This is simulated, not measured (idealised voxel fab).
The document below concerns the process module designated voxel gate over fins.
For reference, the cross-section in this document is cut, with width 270 nm and square cells of 5 nm.
Bands, listed from the top down, are how a cross-section gets written in this document; the cross-section itself is a grid of square cells, and a band is one or more rows of them. Band: top height; bottom height; in nm. Then, left to right: material with width in nm, for each material. "edge to edge": a single material spanning edge to edge. "blank": empty space. Heights from 0 (as-received wafer is one material below). Bottom band endless downward, as "0 and below". The width entry "30 to 40" should be interpreted row by row: the top row of cells in the band takes the first number, the bottom row takes the second number, and the change between adjacent rows is uniform throughout. You'll sometimes find "nothing changed" written for a step, and that's the way of saying that nowhere in the cross-section did a cell change during that step. Enclosed voids (no open way to top), threshold 8 cells or more, entry "Entrapped void list", notation width x height at distance, distance from left edge, nm. Note: text after step settings on the step line = simulator remark on that step. overlay nm: mask right of planned place by this much (step with mask). Neg. = left.

# The following list gives the planned process steps
- 1: RECEIVE with material Si
- 2: CONFORMAL_DEP with material SiN, thk nm 5
- 3: MASKED_ETCH with tone cover, mask id FINS, width nm 15, pitch nm 55, etch materials SiN, depth nm 5, overlay nm 0
- 4: MASKED_ETCH with tone cover, mask id FINS, width nm 15, pitch nm 55, etch materials Si, depth nm 30, overlay nm 0
- 5: FILL_DEP with material SiO2, thk nm 15
- 6: CMP with height nm 5
- 7: DIRECTIONAL_DEP with material aC, thk nm 15
- 8: PATTERN with tone open, mask id RAIL, material resist, width nm 15, thk nm 35, overlay nm 0
- 9: DIRECTIONAL_ETCH with etch materials aC, depth nm 15
- 10: STRIP with etch materials resist
- 11: DIRECTIONAL_ETCH with etch materials SiO2, depth nm 30
- 12: STRIP with etch materials aC
- 13: CONFORMAL_DEP with material TiN, thk nm 5
- 14: FILL_DEP with material Ru, thk nm 5
- 15: CMP with height nm 5
- 16: SELECTIVE_ETCH with etch materials W Ru TiN, depth nm 25
- 17: FILL_DEP with material SiO2, thk nm 5
- 18: CMP with height nm 5
- 19: SELECTIVE_ETCH with etch materials SiO2, depth nm 20
- 20: STRIP with etch materials SiN
- 21: CONFORMAL_DEP with material HfO2, thk nm 5
- 22: CONFORMAL_DEP with material TiN, thk nm 5
- 23: FILL_DEP with material W, thk nm 10
- 24: CMP with height nm 15
- 25: CONFORMAL_DEP with material SiN, thk nm 10

# Wafer at receipt (post step 1), cross-section
0 and below  Si edge to edge
Entrapped void list: none

# Starting wafer: above. Plan: above. Run: one mistake. Cross-section after the module: below
25 down to 15  SiN edge to edge
15 down to 10  W edge to edge
10 down to 5  W: 90  TiN: 35  W: 20  TiN: 35  W: 90
5 down to 0  W: 90  TiN: 5  HfO2: 25  TiN: 5  W: 20  TiN: 5  HfO2: 25  TiN: 5  W: 90
0 down to -5  W: 90  TiN: 5  HfO2: 5  Si: 15  HfO2: 5  TiN: 5  W: 20  TiN: 5  HfO2: 5  Si: 15  HfO2: 5  TiN: 5  W: 90
-5 down to -10  TiN: 95  HfO2: 5  Si: 15  HfO2: 5  TiN: 5  W: 20  TiN: 5  HfO2: 5  Si: 15  HfO2: 5  TiN: 95
-10 down to -15  HfO2: 85  TiN: 10  HfO2: 5  Si: 15  HfO2: 5  TiN: 30  HfO2: 5  Si: 15  HfO2: 5  TiN: 10  HfO2: 85
-15 down to -20  SiO2: 80  HfO2: 20  Si: 15  HfO2: 40  Si: 15  HfO2: 20  SiO2: 80
-20 down to -25  SiO2: 100  Si: 15  SiO2: 10  TiN: 15  SiO2: 15  Si: 15  SiO2: 100
-25 down to -30  SiO2: 100  Si: 15  SiO2: 40  Si: 15  SiO2: 100
-30 and below  Si edge to edge
Entrapped void list: none
Deviation from plan: steps 19 and 20 run out of order (swapped)
